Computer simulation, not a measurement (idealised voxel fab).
Herein follows the process module entitled voxel plated lines.
Cross-sectional view cut (width: 195 nm; square cell size: 5 nm).
Format of a cross-section: grid, square cells. Given as bands. Order: top down. Band: one or more rows of cells. Per band: top height and bottom height in nm, followed by the left-to-right materials and their widths in nm; "full width" marks a single material spanning edge to edge, "air" marks empty space. It should be noted that heights are counted from 0, beneath which the wafer as supplied is of one material throughout, and that the lowest band possesses no lower boundary but continues downward, as written in "from 0 down". Think of "30..40" as a width that walks from the first number to the second as you go down the band, top row to bottom row, taking equal-sized steps from row to row. "no change" (step): cross-section cells unchanged, all of them. Entry "Closed internal voids" = empty spaces >= 8 cells with no open way to the top; each as width x height at distance, distance from left edge, all nm. after a step's settings: what the simulator itself notes on the step. The line of a step may include "overlay nm". On a step with a mask, this value is how far to the right of its planned place the mask lay. A negative value means the mask lay to the left.

So here's the lineup of process steps we planned
1 RECEIVE | material Si
2 CONFORMAL_DEP | material SiN | thk nm 10
3 DIRECTIONAL_DEP | material TiN | thk nm 5
4 PATTERN | tone open | mask id LINES | material resist | width nm 15 | pitch nm 35 | thk nm 35 | overlay nm 0
5 EPI | material Ru | thk nm 10
6 EPI | material Ru | thk nm 5
7 EPI | material Ru | thk nm 10
8 STRIP | etch materials resist
9 DIRECTIONAL_ETCH | etch materials TiN | depth nm 5
10 CONFORMAL_DEP | material SiCN | thk nm 5

Cross-section of the wafer at receipt, which is the condition after step 1
    from 0 down  Si full width
    Closed internal voids: none

first wafer at the end, as planned
    from 45 to 40  air: 65; SiCN: 25; air: 10; SiCN: 25; air: 70
    from 40 to 15  air: 65; SiCN: 5; Ru: 15; SiCN: 5; air: 10; SiCN: 5; Ru: 15; SiCN: 5; air: 70
    from 15 to 10  SiCN: 70; TiN: 15; SiCN: 20; TiN: 15; SiCN: 75
    from 10 to 0  SiN full width
    from 0 down  Si full width
    Closed internal voids: none

Second of two wafers, module complete, sectioned: it shares the first wafer's start and plan but was run with one mistake
    from 45 to 40  air: 55; SiCN: 80; air: 60
    from 40 to 30  air: 55; SiCN: 5; Ru: 70; SiCN: 5; air: 60
    from 30 to 25  SiCN: 60; Ru: 70; SiCN: 65
    from 25 to 15  Ru full width
    from 15 to 10  TiN full width
    from 10 to 0  SiN full width
    from 0 down  Si full width
    Closed internal voids: none
Here's what went sideways: steps 7 and 8 of the plan were each performed in the slot designated for the other
Final difference in cells, second wafer against first, listed per material as more or fewer: Ru: 90 more, SiCN: 18 fewer, TiN: 33 more
